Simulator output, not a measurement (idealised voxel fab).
Presented below is a process module, voxel transistor to metal.
The width of the displayed cross-section, cut, is 185 nm; its cells are square, with a size of 5 nm.
Format of a cross-section: grid, square cells. Given as bands. Order: top down. Band: one or more rows of cells.
Per band: top height and bottom height in nm, followed by the left-to-right materials and their widths in nm; "all across" marks a single material spanning edge to edge, "empty" marks empty space.
It should be noted that heights are counted from 0, beneath which the wafer as supplied is of one material throughout, and that the lowest band possesses no lower boundary but continues downward, as written in "0..down".
A two-number width, for instance "30->40", indicates that the width is equal to the first number in the top row of the band and to the second number in the bottom row, and that it changes by a constant amount per row of cells.
What does "nothing altered" mean for a step? It means no cell of the cross-section changed in that step.
"Closed void register" means: voids of 8 cells or more that are shut off from the top with no open way through. Written width x height at distance, distance from the left edge, in nm.
On each step's line, the part that comes after the settings is the simulator's own comment on the step.
The optional step-line setting "overlay nm" applies to steps with a mask and quantifies how far to the right of its planned location the mask lay, a negative value indicating leftward placement.

## Planned process steps
1,RECEIVE: material Si
2,CONFORMAL_DEP: material SiO2, thk nm 5
3,CONFORMAL_DEP: material SiN, thk nm 10
4,MASKED_ETCH: tone cover, mask id ACTIVE, width nm 120, etch materials SiN, depth nm 10, overlay nm 0
5,MASKED_ETCH: tone cover, mask id ACTIVE, width nm 120, etch materials SiO2, depth nm 5, overlay nm 0
6,MASKED_ETCH: tone cover, mask id ACTIVE, width nm 120, etch materials Si, depth nm 20, overlay nm 0
7,OXIDIZE: depth nm 5
8,FILL_DEP: material SiO2, thk nm 5
9,CMP: height nm 15
10,SELECTIVE_ETCH: etch materials SiO2, depth nm 10
11,STRIP: etch materials SiN
12,SELECTIVE_ETCH: etch materials SiO2, depth nm 5
13,OXIDIZE: depth nm 5
14,DIRECTIONAL_DEP: material polySi, thk nm 25
15,DIRECTIONAL_DEP: material SiCN, thk nm 10
16,MASKED_ETCH: tone cover, mask id GATE, width nm 30, etch materials SiCN, depth nm 20, overlay nm 0
17,MASKED_ETCH: tone cover, mask id GATE, width nm 30, etch materials polySi, depth nm 35, overlay nm 0
18,CONFORMAL_DEP: material SiO2, thk nm 5
19,DIRECTIONAL_ETCH: etch materials SiO2, depth nm 5
20,CONFORMAL_DEP: material SiN, thk nm 5
21,DIRECTIONAL_ETCH: etch materials SiN, depth nm 5
22,DIRECTIONAL_ETCH: etch materials SiO2, depth nm 5
23,DIRECTIONAL_ETCH: etch materials Si, depth nm 15
24,EPI: material SiGe, thk nm 20
25,FILL_DEP: material SiO2, thk nm 10
26,CMP: height nm 25
27,STRIP: etch materials polySi
28,SELECTIVE_ETCH: etch materials SiO2, depth nm 5
29,CONFORMAL_DEP: material HfO2, thk nm 5
30,CONFORMAL_DEP: material TiN, thk nm 5
31,FILL_DEP: material W, thk nm 10
32,CMP: height nm 20
33,DIRECTIONAL_DEP: material SiO2, thk nm 10
34,DIRECTIONAL_DEP: material aC, thk nm 10
35,PATTERN: tone open, mask id CONTACT, material resist, width nm 20, pitch nm 90, thk nm 25, overlay nm 0
36,DIRECTIONAL_ETCH: etch materials aC, depth nm 10
37,STRIP: etch materials resist
38,DIRECTIONAL_ETCH: etch materials SiO2, depth nm 30
39,STRIP: etch materials aC
40,CONFORMAL_DEP: material TiN, thk nm 5
41,FILL_DEP: material Ru, thk nm 5
42,CMP: height nm 30
43,CONFORMAL_DEP: material SiCN, thk nm 5
44,DIRECTIONAL_DEP: material lowk, thk nm 25
45,DIRECTIONAL_DEP: material aC, thk nm 15
46,PATTERN: tone open, mask id METAL_1, material resist, width nm 20, pitch nm 90, thk nm 35, overlay nm 0
47,DIRECTIONAL_ETCH: etch materials aC, depth nm 15
48,STRIP: etch materials resist
49,DIRECTIONAL_ETCH: etch materials lowk, depth nm 25
50,DIRECTIONAL_ETCH: etch materials SiCN, depth nm 5
51,STRIP: etch materials aC
52,CONFORMAL_DEP: material TiN, thk nm 5
53,FILL_DEP: material Ru, thk nm 5
54,CMP: height nm 60
55,CONFORMAL_DEP: material SiCN, thk nm 5

## Cross-sectional view of the wafer in its as-received condition, corresponding to the state after step 1
- 0..down | Si all across
- Closed void register: none

## Cross-section, end of module. Start: as above. Plan: as above. Execution: one mistake
- 65..60 | SiCN all across
- 60..35 | Ru 30 / TiN 5 / lowk 20 / TiN 5 / Ru 60 / TiN 5 / lowk 20 / TiN 5 / Ru 35
- 35..30 | TiN 35 / SiCN 20 / TiN 70 / SiCN 20 / TiN 40
- 30..20 | SiO2 35 / TiN 5 / Ru 10 / TiN 5 / SiO2 70 / TiN 5 / Ru 10 / TiN 5 / SiO2 40
- 20..15 | SiO2 35 / TiN 20 / SiO2 10 / SiN 5 / HfO2 5 / TiN 5 / W 20 / TiN 5 / HfO2 5 / SiN 5 / SiO2 10 / TiN 20 / SiO2 40
- 15..5 | SiO2 35 / TiN 10 / SiGe 20 / SiN 5 / HfO2 5 / TiN 5 / W 20 / TiN 5 / HfO2 5 / SiN 5 / SiGe 20 / TiN 10 / SiO2 40
- 5..0 | SiO2 35 / TiN 10 / SiGe 20 / SiN 5 / HfO2 5 / TiN 30 / HfO2 5 / SiN 5 / SiGe 20 / TiN 10 / SiO2 40
- 0..-5 | SiO2 30 / SiGe 35 / SiO2 5 / HfO2 40 / SiO2 5 / SiGe 35 / SiO2 35
- -5..-20 | SiO2 35 / SiGe 30 / Si 50 / SiGe 30 / SiO2 40
- -20..-25 | SiO2 35 / Si 110 / SiO2 40
- -25..down | Si all across
- Closed void register: none
What was the processing mistake? step 46 did not happen as planned, as run it was PATTERN: tone cover, mask id METAL_1, material resist, width nm 20, pitch nm 90, thk nm 35, overlay nm 0
